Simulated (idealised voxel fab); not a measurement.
You're looking at the process module voxel double patterning.
Each square cell in cross-section cut measures 5 nm, and the section as a whole is 150 nm wide.
Cross-section layout: square cells on a grid; listed as bands, top to bottom; a band spans one or more cell rows. Top height, bottom height, nm. Materials left to right, width each, nm. Single material + "all across" = fills band edge to edge. "air" = empty. The level at which height equals 0 is the one under which the wafer, as it arrives, is entirely one material. No lower edge exists for the bottom band, which continues downward and is notated as in "0..down". It should be noted that a width expressed as "30 to 40" varies in equal increments from row to row of cells within the band, taking the value of the first number at the top row and that of the second number at the bottom row. Step note "left unchanged" = no cross-section cell changed. Closed-off voids of 8+ cells (no open route to the top) go in "Closed cavity list", written width x height at distance from the left edge, in nm. On a step's line, text after the settings is the simulator commenting on that step. overlay nm: on a step with a mask, how far right of its planned place the mask lay; negative means left.

List of planned process steps
| 1 | RECEIVE with material Si |
| 2 | CONFORMAL_DEP with material SiN, thk nm 10 |
| 3 | DIRECTIONAL_DEP with material SiO2, thk nm 10 |
| 4 | DIRECTIONAL_DEP with material SiCN, thk nm 5 |
| 5 | DIRECTIONAL_DEP with material aC, thk nm 15 |
| 6 | PATTERN with tone open, mask id FIRST, material resist, width nm 15, pitch nm 50, thk nm 35, overlay nm 0 |
| 7 | DIRECTIONAL_ETCH with etch materials aC, depth nm 15 |
| 8 | STRIP with etch materials resist |
| 9 | DIRECTIONAL_ETCH with etch materials SiCN, depth nm 5 |
| 10 | STRIP with etch materials aC |
| 11 | PATTERN with tone open, mask id SECOND, material resist, width nm 15, thk nm 15, overlay nm 0 |
| 12 | DIRECTIONAL_ETCH with etch materials SiCN, depth nm 5 |
| 13 | STRIP with etch materials resist |
| 14 | DIRECTIONAL_ETCH with etch materials SiO2, depth nm 10 |
| 15 | STRIP with etch materials SiCN |

The first of a set of two wafers, run to plan

Cross-section of the wafer at receipt, which is the condition after step 1
    0..down = Si all across
    Closed cavity list: none

You're looking at a cross-section of the wafer after step 2
    10..0 = SiN all across
    Under the height 0 nothing was changed.

You're looking at a cross-section of the wafer after step 3
    20..10 = SiO2 all across
    Under the height 10 nothing was changed.

You're looking at a cross-section of the wafer after step 4
    25..20 = SiCN all across
    Under the height 20 nothing was changed.

You're looking at a cross-section of the wafer after step 5
    40..25 = aC all across
    Under the height 25 nothing was changed.

You're looking at a cross-section of the wafer after step 6
    75..40 = resist 40 / air 15 / resist 35 / air 15 / resist 45
    Under the height 40 nothing was changed.

You're looking at a cross-section of the wafer after step 7
    60..40 = resist 40 / air 15 / resist 35 / air 15 / resist 45
    40..25 = aC 40 / air 15 / aC 35 / air 15 / aC 45
    Under the height 25 nothing was changed.

You're looking at a cross-section of the wafer after step 8
    40..25 = aC 40 / air 15 / aC 35 / air 15 / aC 45
    Under the height 25 nothing was changed.

You're looking at a cross-section of the wafer after step 9
    40..25 = aC 40 / air 15 / aC 35 / air 15 / aC 45
    25..20 = SiCN 40 / air 15 / SiCN 35 / air 15 / SiCN 45
    Under the height 20 nothing was changed.

You're looking at a cross-section of the wafer after step 10
    25..20 = SiCN 40 / air 15 / SiCN 35 / air 15 / SiCN 45
    Under the height 20 nothing was changed.

You're looking at a cross-section of the wafer after step 11
    40..25 = resist 65 / air 15 / resist 70
    25..20 = SiCN 40 / resist 15 / SiCN 35 / resist 15 / SiCN 45
    Under the height 20 nothing was changed.

You're looking at a cross-section of the wafer after step 12
    40..25 = resist 65 / air 15 / resist 70
    25..20 = SiCN 40 / resist 15 / SiCN 10 / air 15 / SiCN 10 / resist 15 / SiCN 45
    Under the height 20 nothing was changed.

You're looking at a cross-section of the wafer after step 13
    25..20 = SiCN 40 / air 15 / SiCN 10 / air 15 / SiCN 10 / air 15 / SiCN 45
    Under the height 20 nothing was changed.

You're looking at a cross-section of the wafer after step 14
    25..20 = SiCN 40 / air 15 / SiCN 10 / air 15 / SiCN 10 / air 15 / SiCN 45
    20..10 = SiO2 40 / air 15 / SiO2 10 / air 15 / SiO2 10 / air 15 / SiO2 45
    Under the height 10 nothing was changed.

You're looking at a cross-section of the wafer after step 15
    20..10 = SiO2 40 / air 15 / SiO2 10 / air 15 / SiO2 10 / air 15 / SiO2 45
    Under the height 10 nothing was changed.

Second wafer, same starting conditions and recipe as the first, one mistake in executing it, nothing differs from the first up to and including step 12

Second wafer, cut view, end of step 13 per plan
    25..20 = SiCN 40 / air 15 / SiCN 10 / air 15 / SiCN 10 / air 15 / SiCN 45
    Under the height 20 nothing was changed.

Second wafer, cut view, end of step 14 per plan
    25..20 = SiCN 40 / air 15 / SiCN 10 / air 15 / SiCN 10 / air 15 / SiCN 45
    20..10 = SiO2 40 / air 15 / SiO2 10 / air 15 / SiO2 10 / air 15 / SiO2 45
    Under the height 10 nothing was changed.

Second wafer, cut view, end of step 15 per plan
    20..10 = SiO2 40 / air 15 / SiO2 10 / air 15 / SiO2 10 / air 15 / SiO2 45
    Under the height 10 nothing was changed.
In executing the process, a mistake was made relative to the plan: yeah, plan step 13 got run twice
At process end the two wafers are indistinguishable in cross-section, so the error does not change what this model computes.
